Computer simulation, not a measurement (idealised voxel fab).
process module | voxel air gaps
cross-section cut | 185 nm wide | cells 5 nm
A cross-section is a grid of square cells, given in bands from the top down. A band is one or more rows of cells.
Each band's line starts with the height of the band's top and of its bottom, in nm. Then come its materials from left to right, each with its width in nm. One material with "throughout" fills the band from edge to edge. "air" is empty space.
Height 0 is the level under which the wafer as received is all one material. The lowest band goes on downwards, as in "0 down".
A width such as "30 to 40" changes by the same amount from each row of cells to the next, from the band's top row to its bottom row.
"no change" after a step means that no cell of the cross-section changed.
closed voids: empty space of 8 cells or more with no open way to the top, each as width x height at its distance from the left edge, in nm
after a step's settings: what the simulator itself notes on the step
overlay nm, on a step with a mask: how far to the right of its planned place the mask lay; to the left if negative
plan
1 op RECEIVE | material Si
2 op CONFORMAL_DEP | material SiO2 | thk nm 15
3 op CONFORMAL_DEP | material SiCN | thk nm 5
4 op DIRECTIONAL_DEP | material lowk | thk nm 40
5 op DIRECTIONAL_DEP | material aC | thk nm 10
6 op PATTERN | tone open | mask id LINES | material resist | width nm 20 | pitch nm 45 | thk nm 30 | overlay nm 0
7 op DIRECTIONAL_ETCH | etch materials aC | depth nm 10
8 op STRIP | etch materials resist
9 op DIRECTIONAL_ETCH | etch materials lowk | depth nm 40
10 op STRIP | etch materials aC
11 op CONFORMAL_DEP | material TiN | thk nm 5
12 op FILL_DEP | material Cu | thk nm 10
13 op CMP | height nm 60
14 op EPI | material Ru | thk nm 10
15 op SELECTIVE_ETCH | etch materials lowk | depth nm 50
16 op CONFORMAL_DEP | material SiCN | thk nm 5
as received, after step 1
  0 down: Si throughout
  closed voids: none
first wafer at the end, as planned
  75 to 70: air 20 | SiCN 140 | air 25
  70 to 60: air 20 | SiCN 5 | Ru 40 | SiCN 5 | Ru 40 | SiCN 5 | Ru 40 | SiCN 5 | air 25
  60 to 55: air 20 | SiCN 15 | TiN 5 | Cu 10 | TiN 5 | SiCN 25 | TiN 5 | Cu 10 | TiN 5 | SiCN 25 | TiN 5 | Cu 10 | TiN 5 | SiCN 15 | air 25
  55 to 25: air 30 | SiCN 5 | TiN 5 | Cu 10 | TiN 5 | SiCN 5 | air 15 | SiCN 5 | TiN 5 | Cu 10 | TiN 5 | SiCN 5 | air 15 | SiCN 5 | TiN 5 | Cu 10 | TiN 5 | SiCN 5 | air 35
  25 to 20: SiCN 35 | TiN 20 | SiCN 25 | TiN 20 | SiCN 25 | TiN 20 | SiCN 40
  20 to 15: SiCN throughout
  15 to 0: SiO2 throughout
  0 down: Si throughout
  closed voids: 15 x 30 at 60; 15 x 30 at 105
second wafer at the end: like start, like plan, one mistake
  75 to 70: SiCN throughout
  70 to 60: Ru throughout
  60 to 55: TiN 40 | Cu 10 | TiN 35 | Cu 10 | TiN 35 | Cu 10 | TiN 45
  55 to 20: lowk 35 | TiN 5 | Cu 10 | TiN 5 | lowk 25 | TiN 5 | Cu 10 | TiN 5 | lowk 25 | TiN 5 | Cu 10 | TiN 5 | lowk 40
  20 to 15: lowk 35 | TiN 20 | lowk 25 | TiN 20 | lowk 25 | TiN 20 | lowk 40
  15 to 0: SiO2 throughout
  0 down: Si throughout
  closed voids: none
what went wrong: step 3 was left out
at the end the second wafer has, in cells: 6 more of Cu | 26 more of Ru | 113 fewer of SiCN | 31 more of TiN | 200 more of lowk
closed voids at the end (first wafer, second wafer): 2, 0
